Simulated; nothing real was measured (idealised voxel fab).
The process module presented herein is designated voxel gate over fins.
Xsec cut, 250 nm wide, square cell size 5 nm.
A cross-section is written here as square cells arranged in a grid, and it is given in bands from the top down, each band taking up one or more rows of cells. Top height, bottom height, nm. Materials left to right, width each, nm. Single material + "edge to edge" = fills band edge to edge. "blank" = empty. The reference from which all heights are counted is 0, the level beneath which the as-received wafer is entirely one material; the lowest band, having no lower bound, proceeds downward and is written after the example "0 nm and below". Width "30 to 40": first value at the band's top row of cells, second value at its bottom row, equal change from row to row. Where a step carries "nothing got changed", the cross-section came out of it unchanged, cell for cell. "Unvented internal voids" means: voids of 8 cells or more that are shut off from the top with no open way through. Written width x height at distance, distance from the left edge, in nm. It should be noted that, on the line of a given step, the content following the step's settings is a remark produced by the simulator itself with respect to that step. overlay nm: right-of-plan distance of the mask on a masked step; negative values mean left-of-plan.
The process steps that were planned are listed below:
1: RECEIVE, material Si
2: CONFORMAL_DEP, material SiN, thk nm 10
3: DIRECTIONAL_DEP, material aC, thk nm 15
4: PATTERN, tone cover, mask id FINS, material resist, width nm 15, pitch nm 35, thk nm 30, overlay nm 0
5: DIRECTIONAL_ETCH, etch materials aC, depth nm 15
6: STRIP, etch materials resist
7: DIRECTIONAL_ETCH, etch materials SiN, depth nm 10
8: DIRECTIONAL_ETCH, etch materials Si, depth nm 40
9: STRIP, etch materials aC
10: FILL_DEP, material SiO2, thk nm 15
11: CMP, height nm 10
12: SELECTIVE_ETCH, etch materials SiO2, depth nm 25
13: STRIP, etch materials SiN
14: CONFORMAL_DEP, material HfO2, thk nm 5
15: CONFORMAL_DEP, material TiN, thk nm 5
16: CONFORMAL_DEP, material TiAl, thk nm 5
17: CONFORMAL_DEP, material TiN, thk nm 5
18: FILL_DEP, material W, thk nm 15
19: CMP, height nm 30
20: CONFORMAL_DEP, material SiN, thk nm 5
Shown in cross-section is the wafer as received, that is, as it stands after step 1:
* 0 nm and below = Si edge to edge
* Unvented internal voids: none
The cross-section shown corresponds to the wafer at the conclusion of the module. The initial structure and the process plan are those presented above; however, one mistake occurred in executing the plan:
* 35 nm to 30 nm = TiAl edge to edge
* 30 nm to 20 nm = W edge to edge
* 20 nm to 15 nm = 80 nm W, 90 nm TiN, 80 nm W
* 15 nm to 10 nm = 80 nm W, 5 nm TiN, 80 nm TiAl, 5 nm TiN, 80 nm W
* 10 nm to 5 nm = 80 nm W, 5 nm TiN, 5 nm TiAl, 70 nm TiN, 5 nm TiAl, 5 nm TiN, 80 nm W
* 5 nm to 0 nm = 85 nm TiN, 5 nm TiAl, 5 nm TiN, 25 nm HfO2, 10 nm TiN, 25 nm HfO2, 5 nm TiN, 5 nm TiAl, 85 nm TiN
* 0 nm to -5 nm = 90 nm TiAl, 5 nm TiN, 5 nm HfO2, 15 nm Si, 5 nm HfO2, 10 nm TiN, 5 nm HfO2, 15 nm Si, 5 nm HfO2, 5 nm TiN, 90 nm TiAl
* -5 nm to -10 nm = 95 nm TiN, 5 nm HfO2, 15 nm Si, 5 nm HfO2, 10 nm TiN, 5 nm HfO2, 15 nm Si, 5 nm HfO2, 95 nm TiN
* -10 nm to -15 nm = 100 nm HfO2, 15 nm Si, 20 nm HfO2, 15 nm Si, 100 nm HfO2
* -15 nm to -40 nm = 100 nm SiO2, 15 nm Si, 20 nm SiO2, 15 nm Si, 100 nm SiO2
* -40 nm and below = Si edge to edge
* Unvented internal voids: none
Nonconformance to the process plan: step 20 ran with different settings than intended, the actual operation and settings being CONFORMAL_DEP, material TiAl, thk nm 5
